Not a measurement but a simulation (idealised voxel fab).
process module | voxel self aligned vias
cross-section cut | 255 nm wide | cells 5 nm
A cross-section is a grid of square cells, given in bands from the top down. A band is one or more rows of cells.
Each band's line starts with the height of the band's top and of its bottom, in nm. Then come its materials from left to right, each with its width in nm. One material with "throughout" fills the band from edge to edge. "air" is empty space.
Height 0 is the level under which the wafer as received is all one material. The lowest band goes on downwards, as in "0 down".
A width such as "30 to 40" changes by the same amount from each row of cells to the next, from the band's top row to its bottom row.
"no change" after a step means that no cell of the cross-section changed.
closed voids: empty space of 8 cells or more with no open way to the top, each as width x height at its distance from the left edge, in nm
after a step's settings: what the simulator itself notes on the step
overlay nm, on a step with a mask: how far to the right of its planned place the mask lay; to the left if negative
plan
1 op RECEIVE | material Si
2 op CONFORMAL_DEP | material SiO2 | thk nm 10
3 op CONFORMAL_DEP | material SiCN | thk nm 5
4 op DIRECTIONAL_DEP | material lowk | thk nm 25
5 op DIRECTIONAL_DEP | material aC | thk nm 10
6 op PATTERN | tone open | mask id LINES | material resist | width nm 25 | pitch nm 65 | thk nm 25 | overlay nm 0
7 op DIRECTIONAL_ETCH | etch materials aC | depth nm 10
8 op STRIP | etch materials resist
9 op DIRECTIONAL_ETCH | etch materials lowk | depth nm 25
10 op STRIP | etch materials aC
11 op CONFORMAL_DEP | material TiN | thk nm 5
12 op FILL_DEP | material W | thk nm 10
13 op CMP | height nm 40
14 op SELECTIVE_ETCH | etch materials W Ru TiN | depth nm 5
15 op FILL_DEP | material SiN | thk nm 5
16 op CMP | height nm 40
17 op DIRECTIONAL_DEP | material lowk | thk nm 15
18 op MASKED_ETCH | tone open | mask id VIAS | width nm 45 | pitch nm 130 | etch materials lowk | depth nm 15 | overlay nm 0
19 op MASKED_ETCH | tone open | mask id VIAS | width nm 45 | pitch nm 130 | etch materials SiN | depth nm 5 | overlay nm 0
20 op CONFORMAL_DEP | material TiN | thk nm 5
21 op FILL_DEP | material Ru | thk nm 5
22 op CMP | height nm 55
23 op CONFORMAL_DEP | material SiN | thk nm 5
first wafer, as planned
as received, after step 1
  0 down: Si throughout
  closed voids: none
after step 2
  10 to 0: SiO2 throughout
  below 0: unchanged
after step 3
  15 to 10: SiCN throughout
  below 10: unchanged
after step 4
  40 to 15: lowk throughout
  below 15: unchanged
after step 5
  50 to 40: aC throughout
  below 40: unchanged
after step 6
  75 to 50: resist 50 | air 25 | resist 40 | air 25 | resist 40 | air 25 | resist 50
  below 50: unchanged
after step 7
  65 to 50: resist 50 | air 25 | resist 40 | air 25 | resist 40 | air 25 | resist 50
  50 to 40: aC 50 | air 25 | aC 40 | air 25 | aC 40 | air 25 | aC 50
  below 40: unchanged
after step 8
  50 to 40: aC 50 | air 25 | aC 40 | air 25 | aC 40 | air 25 | aC 50
  below 40: unchanged
after step 9
  50 to 40: aC 50 | air 25 | aC 40 | air 25 | aC 40 | air 25 | aC 50
  40 to 15: lowk 50 | air 25 | lowk 40 | air 25 | lowk 40 | air 25 | lowk 50
  below 15: unchanged
after step 10
  40 to 15: lowk 50 | air 25 | lowk 40 | air 25 | lowk 40 | air 25 | lowk 50
  below 15: unchanged
after step 11
  45 to 40: TiN 55 | air 15 | TiN 50 | air 15 | TiN 50 | air 15 | TiN 55
  40 to 20: lowk 50 | TiN 5 | air 15 | TiN 5 | lowk 40 | TiN 5 | air 15 | TiN 5 | lowk 40 | TiN 5 | air 15 | TiN 5 | lowk 50
  20 to 15: lowk 50 | TiN 25 | lowk 40 | TiN 25 | lowk 40 | TiN 25 | lowk 50
  below 15: unchanged
after step 12
  55 to 45: W throughout
  45 to 40: TiN 55 | W 15 | TiN 50 | W 15 | TiN 50 | W 15 | TiN 55
  40 to 20: lowk 50 | TiN 5 | W 15 | TiN 5 | lowk 40 | TiN 5 | W 15 | TiN 5 | lowk 40 | TiN 5 | W 15 | TiN 5 | lowk 50
  below 20: unchanged
after step 13
  40 to 20: lowk 50 | TiN 5 | W 15 | TiN 5 | lowk 40 | TiN 5 | W 15 | TiN 5 | lowk 40 | TiN 5 | W 15 | TiN 5 | lowk 50
  below 20: unchanged
after step 14
  40 to 35: lowk 50 | air 25 | lowk 40 | air 25 | lowk 40 | air 25 | lowk 50
  below 35: unchanged
after step 15
  45 to 40: SiN throughout
  40 to 35: lowk 50 | SiN 25 | lowk 40 | SiN 25 | lowk 40 | SiN 25 | lowk 50
  below 35: unchanged
after step 16
  40 to 35: lowk 50 | SiN 25 | lowk 40 | SiN 25 | lowk 40 | SiN 25 | lowk 50
  below 35: unchanged
after step 17
  55 to 40: lowk throughout
  below 40: unchanged
after step 18
  55 to 40: lowk 40 | air 45 | lowk 85 | air 45 | lowk 40
  below 40: unchanged
after step 19
  55 to 40: lowk 40 | air 45 | lowk 85 | air 45 | lowk 40
  40 to 35: lowk 50 | air 25 | lowk 40 | SiN 25 | lowk 40 | air 25 | lowk 50
  below 35: unchanged
after step 20
  60 to 55: TiN 45 | air 35 | TiN 95 | air 35 | TiN 45
  55 to 45: lowk 40 | TiN 5 | air 35 | TiN 5 | lowk 85 | TiN 5 | air 35 | TiN 5 | lowk 40
  45 to 40: lowk 40 | TiN 15 | air 15 | TiN 15 | lowk 85 | TiN 15 | air 15 | TiN 15 | lowk 40
  40 to 35: lowk 50 | TiN 25 | lowk 40 | SiN 25 | lowk 40 | TiN 25 | lowk 50
  below 35: unchanged
after step 21
  65 to 60: Ru throughout
  60 to 55: TiN 45 | Ru 35 | TiN 95 | Ru 35 | TiN 45
  55 to 45: lowk 40 | TiN 5 | Ru 35 | TiN 5 | lowk 85 | TiN 5 | Ru 35 | TiN 5 | lowk 40
  45 to 40: lowk 40 | TiN 15 | Ru 15 | TiN 15 | lowk 85 | TiN 15 | Ru 15 | TiN 15 | lowk 40
  below 40: unchanged
after step 22
  55 to 45: lowk 40 | TiN 5 | Ru 35 | TiN 5 | lowk 85 | TiN 5 | Ru 35 | TiN 5 | lowk 40
  below 45: unchanged
after step 23
  60 to 55: SiN throughout
  below 55: unchanged
second wafer: like start, like plan, one mistake. Through step 1 it matches the first wafer
when step 2 should have ended
  15 to 0: SiO2 throughout
  below 0: unchanged
when step 3 should have ended
  20 to 15: SiCN throughout
  below 15: unchanged
when step 4 should have ended
  45 to 20: lowk throughout
  below 20: unchanged
when step 5 should have ended
  55 to 45: aC throughout
  below 45: unchanged
when step 6 should have ended
  80 to 55: resist 50 | air 25 | resist 40 | air 25 | resist 40 | air 25 | resist 50
  below 55: unchanged
when step 7 should have ended
  70 to 55: resist 50 | air 25 | resist 40 | air 25 | resist 40 | air 25 | resist 50
  55 to 45: aC 50 | air 25 | aC 40 | air 25 | aC 40 | air 25 | aC 50
  below 45: unchanged
when step 8 should have ended
  55 to 45: aC 50 | air 25 | aC 40 | air 25 | aC 40 | air 25 | aC 50
  below 45: unchanged
when step 9 should have ended
  55 to 45: aC 50 | air 25 | aC 40 | air 25 | aC 40 | air 25 | aC 50
  45 to 20: lowk 50 | air 25 | lowk 40 | air 25 | lowk 40 | air 25 | lowk 50
  below 20: unchanged
when step 10 should have ended
  45 to 20: lowk 50 | air 25 | lowk 40 | air 25 | lowk 40 | air 25 | lowk 50
  below 20: unchanged
when step 11 should have ended
  50 to 45: TiN 55 | air 15 | TiN 50 | air 15 | TiN 50 | air 15 | TiN 55
  45 to 25: lowk 50 | TiN 5 | air 15 | TiN 5 | lowk 40 | TiN 5 | air 15 | TiN 5 | lowk 40 | TiN 5 | air 15 | TiN 5 | lowk 50
  25 to 20: lowk 50 | TiN 25 | lowk 40 | TiN 25 | lowk 40 | TiN 25 | lowk 50
  below 20: unchanged
when step 12 should have ended
  60 to 50: W throughout
  50 to 45: TiN 55 | W 15 | TiN 50 | W 15 | TiN 50 | W 15 | TiN 55
  45 to 25: lowk 50 | TiN 5 | W 15 | TiN 5 | lowk 40 | TiN 5 | W 15 | TiN 5 | lowk 40 | TiN 5 | W 15 | TiN 5 | lowk 50
  below 25: unchanged
when step 13 should have ended
  40 to 25: lowk 50 | TiN 5 | W 15 | TiN 5 | lowk 40 | TiN 5 | W 15 | TiN 5 | lowk 40 | TiN 5 | W 15 | TiN 5 | lowk 50
  below 25: unchanged
when step 14 should have ended
  40 to 35: lowk 50 | air 25 | lowk 40 | air 25 | lowk 40 | air 25 | lowk 50
  below 35: unchanged
when step 15 should have ended
  45 to 40: SiN throughout
  40 to 35: lowk 50 | SiN 25 | lowk 40 | SiN 25 | lowk 40 | SiN 25 | lowk 50
  below 35: unchanged
when step 16 should have ended
  40 to 35: lowk 50 | SiN 25 | lowk 40 | SiN 25 | lowk 40 | SiN 25 | lowk 50
  below 35: unchanged
when step 17 should have ended
  55 to 40: lowk throughout
  below 40: unchanged
when step 18 should have ended
  55 to 40: lowk 40 | air 45 | lowk 85 | air 45 | lowk 40
  below 40: unchanged
when step 19 should have ended
  55 to 40: lowk 40 | air 45 | lowk 85 | air 45 | lowk 40
  40 to 35: lowk 50 | air 25 | lowk 40 | SiN 25 | lowk 40 | air 25 | lowk 50
  below 35: unchanged
when step 20 should have ended
  60 to 55: TiN 45 | air 35 | TiN 95 | air 35 | TiN 45
  55 to 45: lowk 40 | TiN 5 | air 35 | TiN 5 | lowk 85 | TiN 5 | air 35 | TiN 5 | lowk 40
  45 to 40: lowk 40 | TiN 15 | air 15 | TiN 15 | lowk 85 | TiN 15 | air 15 | TiN 15 | lowk 40
  40 to 35: lowk 50 | TiN 25 | lowk 40 | SiN 25 | lowk 40 | TiN 25 | lowk 50
  below 35: unchanged
when step 21 should have ended
  65 to 60: Ru throughout
  60 to 55: TiN 45 | Ru 35 | TiN 95 | Ru 35 | TiN 45
  55 to 45: lowk 40 | TiN 5 | Ru 35 | TiN 5 | lowk 85 | TiN 5 | Ru 35 | TiN 5 | lowk 40
  45 to 40: lowk 40 | TiN 15 | Ru 15 | TiN 15 | lowk 85 | TiN 15 | Ru 15 | TiN 15 | lowk 40
  below 40: unchanged
when step 22 should have ended
  55 to 45: lowk 40 | TiN 5 | Ru 35 | TiN 5 | lowk 85 | TiN 5 | Ru 35 | TiN 5 | lowk 40
  below 45: unchanged
when step 23 should have ended
  60 to 55: SiN throughout
  below 55: unchanged
what went wrong: step 2 ran as: op CONFORMAL_DEP | material SiO2 | thk nm 15
at the end the second wafer has, in cells: 51 more of SiO2 | 6 fewer of TiN | 9 fewer of W | 36 fewer of lowk
